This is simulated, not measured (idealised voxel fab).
This section sets out a process module, namely voxel capacitor over wiring.
Cross-section cut: width 195 nm, square cells of 5 nm.
We lay out every cross-section as a grid of square cells and spell it out in bands from the top down, where one band means one or more rows of cells. What a band's entry tells you: where the top is and where the bottom is, as heights in nm, and after that what lies inside, material by material from left to right, each with its width in nm. Empty space is written as the word "air", and a single material marked with the word "everywhere" occupies the band from edge to edge. Heights are reckoned from 0. Under this level, the received wafer is all of one material. The bottommost band is open-ended downward, for example "from 0 down". The expression "30 to 40" gives the width at the extremes of the band, the first number at its top row of cells and the second at its bottom row, with the width changing by equal amounts from each row to the next in between. "remains unaltered" for a step: no cell of the cross-section changed in that step. Enclosed voids (no open way to top), threshold 8 cells or more, entry "Voids lacking openings", notation width x height at distance, distance from left edge, nm. What comes after the settings on a step's line is commentary from the simulator itself on that step. When a step includes a mask, the "overlay nm" setting on its line states how far to the right of its planned place that mask lay, and negative values state how far to the left.
-- So here's the lineup of process steps we planned
1 RECEIVE with material Si
2 CONFORMAL_DEP with material SiO2, thk nm 10
3 CONFORMAL_DEP with material SiCN, thk nm 5
4 DIRECTIONAL_DEP with material lowk, thk nm 15
5 PATTERN with tone open, mask id METAL_1, material resist, width nm 25, pitch nm 80, thk nm 15, overlay nm 0
6 DIRECTIONAL_ETCH with etch materials lowk, depth nm 15
7 DIRECTIONAL_ETCH with etch materials SiCN, depth nm 5
8 STRIP with etch materials resist
9 CONFORMAL_DEP with material TiN, thk nm 5
10 FILL_DEP with material Cu, thk nm 10
11 CMP with height nm 30
12 EPI with material Ru, thk nm 5
13 FILL_DEP with material SiCN, thk nm 5
14 DIRECTIONAL_DEP with material lowk, thk nm 10
15 MASKED_ETCH with tone open, mask id PLUG_1, width nm 15, etch materials lowk, depth nm 10, overlay nm 0
16 MASKED_ETCH with tone open, mask id PLUG_1, width nm 15, etch materials SiCN, depth nm 5, overlay nm 0
17 EPI with material Ru, thk nm 10
18 EPI with material Ru, thk nm 5
19 DIRECTIONAL_DEP with material TiN, thk nm 10
20 DIRECTIONAL_DEP with material SiN, thk nm 5
21 DIRECTIONAL_DEP with material TiN, thk nm 10
22 DIRECTIONAL_DEP with material aC, thk nm 10
23 PATTERN with tone cover, mask id UPPER_PLATE, material resist, width nm 60, thk nm 30, overlay nm 0
24 DIRECTIONAL_ETCH with etch materials aC, depth nm 10
25 STRIP with etch materials resist
26 DIRECTIONAL_ETCH with etch materials TiN, depth nm 10
27 DIRECTIONAL_ETCH with etch materials SiN, depth nm 5
28 STRIP with etch materials aC
29 MASKED_ETCH with tone cover, mask id LOWER_PLATE, width nm 70, etch materials TiN, depth nm 10, overlay nm 0
30 FILL_DEP with material SiO2, thk nm 15
31 CMP with height nm 85
32 PATTERN with tone open, mask id PLUG_2, material resist, width nm 15, thk nm 20, overlay nm 0
33 DIRECTIONAL_ETCH with etch materials SiO2, depth nm 10
34 STRIP with etch materials resist
35 CONFORMAL_DEP with material TiN, thk nm 5
36 FILL_DEP with material Cu, thk nm 5
37 CMP with height nm 85
38 CONFORMAL_DEP with material SiCN, thk nm 5
-- First of two wafers, processed according to plan
-- Incoming wafer in cross-section (state: after step 1)
* from 0 down  Si everywhere
* Voids lacking openings: none
-- Take a look at the wafer's cross-section after step 2
* from 10 to 0  SiO2 everywhere
* Heights below 0 show no change.
-- Take a look at the wafer's cross-section after step 3
* from 15 to 10  SiCN everywhere
* Heights below 10 show no change.
-- Take a look at the wafer's cross-section after step 4
* from 30 to 15  lowk everywhere
* Heights below 15 show no change.
-- Take a look at the wafer's cross-section after step 5
* from 45 to 30  resist=45 | air=25 | resist=55 | air=25 | resist=45
* Heights below 30 show no change.
-- Take a look at the wafer's cross-section after step 6
* from 45 to 30  resist=45 | air=25 | resist=55 | air=25 | resist=45
* from 30 to 15  lowk=45 | air=25 | lowk=55 | air=25 | lowk=45
* Heights below 15 show no change.
-- Take a look at the wafer's cross-section after step 7
* from 45 to 30  resist=45 | air=25 | resist=55 | air=25 | resist=45
* from 30 to 15  lowk=45 | air=25 | lowk=55 | air=25 | lowk=45
* from 15 to 10  SiCN=45 | air=25 | SiCN=55 | air=25 | SiCN=45
* Heights below 10 show no change.
-- Take a look at the wafer's cross-section after step 8
* from 30 to 15  lowk=45 | air=25 | lowk=55 | air=25 | lowk=45
* Heights below 15 show no change.
-- Take a look at the wafer's cross-section after step 9
* from 35 to 30  TiN=50 | air=15 | TiN=65 | air=15 | TiN=50
* from 30 to 15  lowk=45 | TiN=5 | air=15 | TiN=5 | lowk=55 | TiN=5 | air=15 | TiN=5 | lowk=45
* from 15 to 10  SiCN=45 | TiN=25 | SiCN=55 | TiN=25 | SiCN=45
* Heights below 10 show no change.
-- Take a look at the wafer's cross-section after step 10
* from 45 to 35  Cu everywhere
* from 35 to 30  TiN=50 | Cu=15 | TiN=65 | Cu=15 | TiN=50
* from 30 to 15  lowk=45 | TiN=5 | Cu=15 | TiN=5 | lowk=55 | TiN=5 | Cu=15 | TiN=5 | lowk=45
* Heights below 15 show no change.
-- Take a look at the wafer's cross-section after step 11
* from 30 to 15  lowk=45 | TiN=5 | Cu=15 | TiN=5 | lowk=55 | TiN=5 | Cu=15 | TiN=5 | lowk=45
* Heights below 15 show no change.
-- Take a look at the wafer's cross-section after step 12
* from 35 to 30  air=40 | Ru=35 | air=45 | Ru=35 | air=40
* Heights below 30 show no change.
-- Take a look at the wafer's cross-section after step 13
* from 40 to 35  SiCN everywhere
* from 35 to 30  SiCN=40 | Ru=35 | SiCN=45 | Ru=35 | SiCN=40
* Heights below 30 show no change.
-- Take a look at the wafer's cross-section after step 14
* from 50 to 40  lowk everywhere
* Heights below 40 show no change.
-- Take a look at the wafer's cross-section after step 15
* from 50 to 40  lowk=55 | air=15 | lowk=125
* Heights below 40 show no change.
-- Take a look at the wafer's cross-section after step 16
* from 50 to 40  lowk=55 | air=15 | lowk=125
* from 40 to 35  SiCN=55 | air=15 | SiCN=125
* Heights below 35 show no change.
-- Take a look at the wafer's cross-section after step 17
* from 50 to 45  lowk=55 | air=15 | lowk=125
* from 45 to 40  lowk=55 | Ru=15 | lowk=125
* from 40 to 35  SiCN=55 | Ru=15 | SiCN=125
* Heights below 35 show no change.
-- Take a look at the wafer's cross-section after step 18
* from 50 to 40  lowk=55 | Ru=15 | lowk=125
* Heights below 40 show no change.
-- Take a look at the wafer's cross-section after step 19
* from 60 to 50  TiN everywhere
* Heights below 50 show no change.
-- Take a look at the wafer's cross-section after step 20
* from 65 to 60  SiN everywhere
* Heights below 60 show no change.
-- Take a look at the wafer's cross-section after step 21
* from 75 to 65  TiN everywhere
* Heights below 65 show no change.
-- Take a look at the wafer's cross-section after step 22
* from 85 to 75  aC everywhere
* Heights below 75 show no change.
-- Take a look at the wafer's cross-section after step 23
* from 115 to 85  air=55 | resist=60 | air=80
* Heights below 85 show no change.
-- Take a look at the wafer's cross-section after step 24
* from 105 to 85  air=55 | resist=60 | air=80
* from 85 to 75  air=55 | aC=60 | air=80
* Heights below 75 show no change.
-- Take a look at the wafer's cross-section after step 25
* from 85 to 75  air=55 | aC=60 | air=80
* Heights below 75 show no change.
-- Take a look at the wafer's cross-section after step 26
* from 85 to 75  air=55 | aC=60 | air=80
* from 75 to 65  air=55 | TiN=60 | air=80
* Heights below 65 show no change.
-- Take a look at the wafer's cross-section after step 27
* from 85 to 75  air=55 | aC=60 | air=80
* from 75 to 65  air=55 | TiN=60 | air=80
* from 65 to 60  air=55 | SiN=60 | air=80
* Heights below 60 show no change.
-- Take a look at the wafer's cross-section after step 28
* from 75 to 65  air=55 | TiN=60 | air=80
* Heights below 65 show no change.
-- Take a look at the wafer's cross-section after step 29
* from 75 to 65  air=55 | TiN=60 | air=80
* from 65 to 60  air=55 | SiN=60 | air=80
* from 60 to 50  air=50 | TiN=70 | air=75
* Heights below 50 show no change.
-- Take a look at the wafer's cross-section after step 30
* from 90 to 75  SiO2 everywhere
* from 75 to 65  SiO2=55 | TiN=60 | SiO2=80
* from 65 to 60  SiO2=55 | SiN=60 | SiO2=80
* from 60 to 50  SiO2=50 | TiN=70 | SiO2=75
* Heights below 50 show no change.
-- Take a look at the wafer's cross-section after step 31
* from 85 to 75  SiO2 everywhere
* Heights below 75 show no change.
-- Take a look at the wafer's cross-section after step 32
* from 105 to 85  resist=65 | air=15 | resist=115
* Heights below 85 show no change.
-- Take a look at the wafer's cross-section after step 33
* from 105 to 85  resist=65 | air=15 | resist=115
* from 85 to 75  SiO2=65 | air=15 | SiO2=115
* Heights below 75 show no change.
-- Take a look at the wafer's cross-section after step 34
* from 85 to 75  SiO2=65 | air=15 | SiO2=115
* Heights below 75 show no change.
-- Take a look at the wafer's cross-section after step 35
* from 90 to 85  TiN=70 | air=5 | TiN=120
* from 85 to 80  SiO2=65 | TiN=5 | air=5 | TiN=5 | SiO2=115
* from 80 to 75  SiO2=65 | TiN=15 | SiO2=115
* Heights below 75 show no change.
-- Take a look at the wafer's cross-section after step 36
* from 95 to 90  Cu everywhere
* from 90 to 85  TiN=70 | Cu=5 | TiN=120
* from 85 to 80  SiO2=65 | TiN=5 | Cu=5 | TiN=5 | SiO2=115
* Heights below 80 show no change.
-- Take a look at the wafer's cross-section after step 37
* from 85 to 80  SiO2=65 | TiN=5 | Cu=5 | TiN=5 | SiO2=115
* Heights below 80 show no change.
-- Take a look at the wafer's cross-section after step 38
* from 90 to 85  SiCN everywhere
* Heights below 85 show no change.
-- Second Wafer (Identical Start and Plan, One Processing Error; Matches First Wafer Through Step 31)
-- Cross-sectional view of the second wafer at the intended end time of process step 32
* from 105 to 85  air=65 | resist=15 | air=115
* Heights below 85 show no change.
-- Cross-sectional view of the second wafer at the intended end time of process step 33
* from 105 to 85  air=65 | resist=15 | air=115
* from 85 to 75  air=65 | SiO2=15 | air=115
* Heights below 75 show no change.
-- Cross-sectional view of the second wafer at the intended end time of process step 34
* from 85 to 75  air=65 | SiO2=15 | air=115
* Heights below 75 show no change.
-- Cross-sectional view of the second wafer at the intended end time of process step 35
* from 90 to 85  air=60 | TiN=25 | air=110
* from 85 to 80  air=60 | TiN=5 | SiO2=15 | TiN=5 | air=110
* from 80 to 75  TiN=65 | SiO2=15 | TiN=115
* Heights below 75 show no change.
-- Cross-sectional view of the second wafer at the intended end time of process step 36
* from 95 to 90  Cu everywhere
* from 90 to 85  Cu=60 | TiN=25 | Cu=110
* from 85 to 80  Cu=60 | TiN=5 | SiO2=15 | TiN=5 | Cu=110
* Heights below 80 show no change.
-- Cross-sectional view of the second wafer at the intended end time of process step 37
* from 85 to 80  Cu=60 | TiN=5 | SiO2=15 | TiN=5 | Cu=110
* Heights below 80 show no change.
-- Cross-sectional view of the second wafer at the intended end time of process step 38
* from 90 to 85  SiCN everywhere
* Heights below 85 show no change.
Which mistake was made when the wafer was run? off-plan run, step 32, actual operation and settings PATTERN with tone cover, mask id PLUG_2, material resist, width nm 15, thk nm 20, overlay nm 0
The final cell counts differ between the wafers, with the second having more or fewer of some materials than the first: Cu +33, SiO2 -66, TiN +33
